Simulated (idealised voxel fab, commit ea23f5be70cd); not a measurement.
Documented hereafter: the process module known as voxel gate over fins.
Shown is cross-section cut, with a width of 260 nm and square cells of size 5 nm.
Bands, listed from the top down, are how a cross-section gets written in this document; the cross-section itself is a grid of square cells, and a band is one or more rows of them.
Basically the band line says how high the top is and how high the bottom is, in nm, and then what's in it from left to right, every material with its width in nm. Empty space shows up as "blank", and if a single material carries "throughout" it runs the full band edge to edge.
It should be noted that heights are counted from 0, beneath which the wafer as supplied is of one material throughout, and that the lowest band possesses no lower boundary but continues downward, as written in "0..down".
Width spec "30..40" -> top row of cells at first value, bottom row at second value, equal per-row change in between.
Take "changes: none" at face value: in the step it is given for, the cross-section changed in none of its cells.
In the "Closed void register" entry, you get each enclosed empty space of 8 cells or more, one with no open way to the top, written width x height at distance, distance from the left edge, in nm.
That trailing text on a step's line, after the settings, is the simulator's own remark on the step.
"overlay nm" denotes, for a step that has a mask, the displacement of the mask to the right of its planned place, with negative values corresponding to the left.

**The following list gives the planned process steps**
1: RECEIVE, material Si
2: CONFORMAL_DEP, material SiN, thk nm 5
3: MASKED_ETCH, tone cover, mask id FINS, width nm 15, pitch nm 45, etch materials SiN, depth nm 5, overlay nm 0
4: MASKED_ETCH, tone cover, mask id FINS, width nm 15, pitch nm 45, etch materials Si, depth nm 35, overlay nm 0
5: FILL_DEP, material SiO2, thk nm 10
6: CMP, height nm 5
7: SELECTIVE_ETCH, etch materials SiO2, depth nm 15
8: STRIP, etch materials SiN
9: CONFORMAL_DEP, material HfO2, thk nm 5
10: CONFORMAL_DEP, material TiN, thk nm 5
11: FILL_DEP, material W, thk nm 10
12: CMP, height nm 15
13: CONFORMAL_DEP, material SiCN, thk nm 5

**as received, after step 1**
0..down = Si throughout
Closed void register: none

**The plan above was carried out on the starting structure above with one mistake, and this cross-section shows the wafer at the end of the module**
20..15 = SiCN throughout
15..5 = W throughout
5..0 = 50 of W / 25 of TiN / 20 of W / 25 of TiN / 20 of W / 25 of TiN / 20 of W / 25 of TiN / 50 of W
0..-5 = 50 of W / 5 of TiN / 15 of Si / 5 of TiN / 20 of W / 5 of TiN / 15 of Si / 5 of TiN / 20 of W / 5 of TiN / 15 of Si / 5 of TiN / 20 of W / 5 of TiN / 15 of Si / 5 of TiN / 50 of W
-5..-10 = 55 of TiN / 15 of Si / 30 of TiN / 15 of Si / 30 of TiN / 15 of Si / 30 of TiN / 15 of Si / 55 of TiN
-10..-35 = 55 of SiO2 / 15 of Si / 30 of SiO2 / 15 of Si / 30 of SiO2 / 15 of Si / 30 of SiO2 / 15 of Si / 55 of SiO2
-35..down = Si throughout
Closed void register: none
Deviation from plan: step 9 of the plan never got run, it was skipped over
